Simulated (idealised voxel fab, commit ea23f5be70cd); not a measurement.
process module | voxel lift off
cross-section cut | 275 nm wide | cells 5 nm
A cross-section is a grid of square cells, given in bands from the top down. A band is one or more rows of cells.
Each band's line starts with the height of the band's top and of its bottom, in nm. Then come its materials from left to right, each with its width in nm. One material with "throughout" fills the band from edge to edge. "air" is empty space.
Height 0 is the level under which the wafer as received is all one material. The lowest band goes on downwards, as in "0 down".
A width such as "30 to 40" changes by the same amount from each row of cells to the next, from the band's top row to its bottom row.
"no change" after a step means that no cell of the cross-section changed.
closed voids: empty space of 8 cells or more with no open way to the top, each as width x height at its distance from the left edge, in nm
after a step's settings: what the simulator itself notes on the step
overlay nm, on a step with a mask: how far to the right of its planned place the mask lay; to the left if negative
plan
1 op RECEIVE | material Si
2 op CONFORMAL_DEP | material Al2O3 | thk nm 10
3 op PATTERN | tone open | mask id LINES | material resist | width nm 15 | pitch nm 45 | thk nm 25 | overlay nm 0
4 op DIRECTIONAL_DEP | material Ru | thk nm 15
5 op STRIP | etch materials resist
6 op CONFORMAL_DEP | material SiN | thk nm 10
varied across the wafers: width nm of step 3. The plan shows the first wafer's value. All wafers start alike
first wafer as received, after step 1
  0 down: Si throughout
  closed voids: none
first wafer at the end, after step 6
  35 to 25: air 95 | SiN 35 | air 10 | SiN 35 | air 100
  25 to 20: air 95 | SiN 10 | Ru 15 | SiN 10 | air 10 | SiN 10 | Ru 15 | SiN 10 | air 100
  20 to 10: SiN 105 | Ru 15 | SiN 30 | Ru 15 | SiN 110
  10 to 0: Al2O3 throughout
  0 down: Si throughout
  closed voids: none
last wafer at the end
  35 to 25: air 90 | SiN 95 | air 90
  25 to 20: air 90 | SiN 10 | Ru 30 | SiN 15 | Ru 30 | SiN 10 | air 90
  20 to 10: SiN 100 | Ru 30 | SiN 15 | Ru 30 | SiN 100
  10 to 0: Al2O3 throughout
  0 down: Si throughout
  closed voids: none
each wafer at the end: cells of each material gained (+) or lost (-) since it was received, then its closed voids
width nm 15 | +110 Al2O3 | +18 Ru | +134 SiN | closed voids: none
width nm 20 | +110 Al2O3 | +24 Ru | +134 SiN | closed voids: none
width nm 25 | +110 Al2O3 | +30 Ru | +134 SiN | closed voids: none
width nm 30 | +110 Al2O3 | +36 Ru | +131 SiN | closed voids: none
